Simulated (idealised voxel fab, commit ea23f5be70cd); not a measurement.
voxel wiring stack: a process module
Pictured: cross-section cut, 250 nm wide, on a grid of 5 nm square cells.
Cross-section, as written here: a square-cell grid given band by band from the top down, where a band holds one or more rows of cells. Top, bottom (nm), then materials left to right with widths (nm); lone material tagged "edge to edge" fills the whole band edge to edge; "empty" = empty space. The level at which height equals 0 is the one under which the wafer, as it arrives, is entirely one material. No lower edge exists for the bottom band, which continues downward and is notated as in "from 0 down". It should be noted that a width expressed as "30 to 40" varies in equal increments from row to row of cells within the band, taking the value of the first number at the top row and that of the second number at the bottom row. Where a step carries "no modifications", the cross-section came out of it unchanged, cell for cell. Under "Sealed void list" you'll find the enclosed gaps, the ones with no way out to the top, that are 8 cells or bigger; each reads width x height at distance, with distance counted from the left edge, everything in nm. That trailing text on a step's line, after the settings, is the simulator's own remark on the step. overlay nm: right-of-plan distance of the mask on a masked step; negative values mean left-of-plan.
## List of planned process steps
1,op RECEIVE | material Si
2,op CONFORMAL_DEP | material SiO2 | thk nm 10
3,op DIRECTIONAL_DEP | material TiN | thk nm 5
4,op DIRECTIONAL_DEP | material Ru | thk nm 15
5,op DIRECTIONAL_DEP | material aC | thk nm 10
6,op PATTERN | tone cover | mask id METAL_1 | material resist | width nm 30 | pitch nm 50 | thk nm 25 | overlay nm 0
7,op DIRECTIONAL_ETCH | etch materials aC | depth nm 10
8,op STRIP | etch materials resist
9,op DIRECTIONAL_ETCH | etch materials Ru | depth nm 15
10,op DIRECTIONAL_ETCH | etch materials TiN | depth nm 5
11,op STRIP | etch materials aC
12,op FILL_DEP | material SiO2 | thk nm 5
13,op CMP | height nm 30
14,op CONFORMAL_DEP | material SiCN | thk nm 5
15,op DIRECTIONAL_DEP | material lowk | thk nm 30
16,op MASKED_ETCH | tone open | mask id METAL_2 | width nm 30 | pitch nm 50 | etch materials lowk | depth nm 20 | overlay nm 0
17,op MASKED_ETCH | tone open | mask id METAL_2_HOLES | width nm 15 | pitch nm 100 | etch materials lowk | depth nm 10 | overlay nm 0
18,op MASKED_ETCH | tone open | mask id METAL_2_HOLES | width nm 15 | pitch nm 100 | etch materials SiCN | depth nm 5 | overlay nm 0
19,op CONFORMAL_DEP | material TiN | thk nm 5
20,op FILL_DEP | material Ru | thk nm 5
21,op CMP | height nm 65
22,op CONFORMAL_DEP | material SiCN | thk nm 5
23,op DIRECTIONAL_DEP | material lowk | thk nm 10
24,op PATTERN | tone open | mask id PLUG_2 | material resist | width nm 15 | pitch nm 50 | thk nm 20 | overlay nm 0
25,op DIRECTIONAL_ETCH | etch materials lowk | depth nm 10
26,op DIRECTIONAL_ETCH | etch materials SiCN | depth nm 5
27,op STRIP | etch materials resist
28,op EPI | material Ru | thk nm 10
29,op EPI | material Ru | thk nm 5
30,op CONFORMAL_DEP | material SiCN | thk nm 5
31,op DIRECTIONAL_DEP | material SiO2 | thk nm 25
32,op PATTERN | tone open | mask id METAL_3 | material resist | width nm 30 | pitch nm 50 | thk nm 15 | overlay nm 0
33,op DIRECTIONAL_ETCH | etch materials SiO2 | depth nm 25
34,op DIRECTIONAL_ETCH | etch materials SiCN | depth nm 5
35,op STRIP | etch materials resist
36,op CONFORMAL_DEP | material TiN | thk nm 5
37,op FILL_DEP | material Ru | thk nm 5
38,op CMP | height nm 110
39,op CONFORMAL_DEP | material SiN | thk nm 5
## Cross-section of the wafer as it came to us, i.e., already through step 1
- from 0 down: Si edge to edge
- Sealed void list: none
## End state of the module in cross-section, given the above starting point and plan and one mistake in execution
- from 115 to 110: SiN edge to edge
- from 110 to 95: SiO2 (60) / TiN (5) / Ru (20) / TiN (5) / SiO2 (20) / TiN (5) / Ru (20) / TiN (5) / SiO2 (20) / TiN (5) / Ru (20) / TiN (5) / SiO2 (60)
- from 95 to 90: SiO2 (45) / SiCN (15) / TiN (30) / SiO2 (5) / SiCN (15) / TiN (30) / SiO2 (5) / SiCN (15) / TiN (30) / SiO2 (60)
- from 90 to 85: SiO2 (45) / SiCN (5) / Ru (35) / SiCN (5) / SiO2 (5) / SiCN (5) / Ru (35) / SiCN (5) / SiO2 (5) / SiCN (5) / Ru (35) / SiCN (5) / SiO2 (60)
- from 85 to 80: SiCN (50) / Ru (35) / SiCN (15) / Ru (35) / SiCN (15) / Ru (35) / SiCN (65)
- from 80 to 70: lowk (60) / Ru (15) / lowk (35) / Ru (15) / lowk (35) / Ru (15) / lowk (75)
- from 70 to 65: SiCN (60) / Ru (15) / SiCN (35) / Ru (15) / SiCN (35) / Ru (15) / SiCN (75)
- from 65 to 50: lowk (60) / TiN (5) / Ru (20) / TiN (5) / lowk (20) / TiN (5) / Ru (20) / TiN (5) / lowk (20) / TiN (5) / Ru (20) / TiN (5) / lowk (60)
- from 50 to 45: lowk (60) / TiN (5) / Ru (5) / TiN (20) / lowk (20) / TiN (30) / lowk (20) / TiN (5) / Ru (5) / TiN (20) / lowk (60)
- from 45 to 35: lowk (60) / TiN (5) / Ru (5) / TiN (5) / lowk (85) / TiN (5) / Ru (5) / TiN (5) / lowk (75)
- from 35 to 30: SiCN (60) / TiN (15) / SiCN (85) / TiN (15) / SiCN (75)
- from 30 to 15: SiO2 (60) / Ru (30) / SiO2 (20) / Ru (30) / SiO2 (20) / Ru (30) / SiO2 (60)
- from 15 to 10: SiO2 (60) / TiN (30) / SiO2 (20) / TiN (30) / SiO2 (20) / TiN (30) / SiO2 (60)
- from 10 to 0: SiO2 edge to edge
- from 0 down: Si edge to edge
- Sealed void list: none
In executing the process, a mistake was made relative to the plan: execution of plan step 28 occurred twice
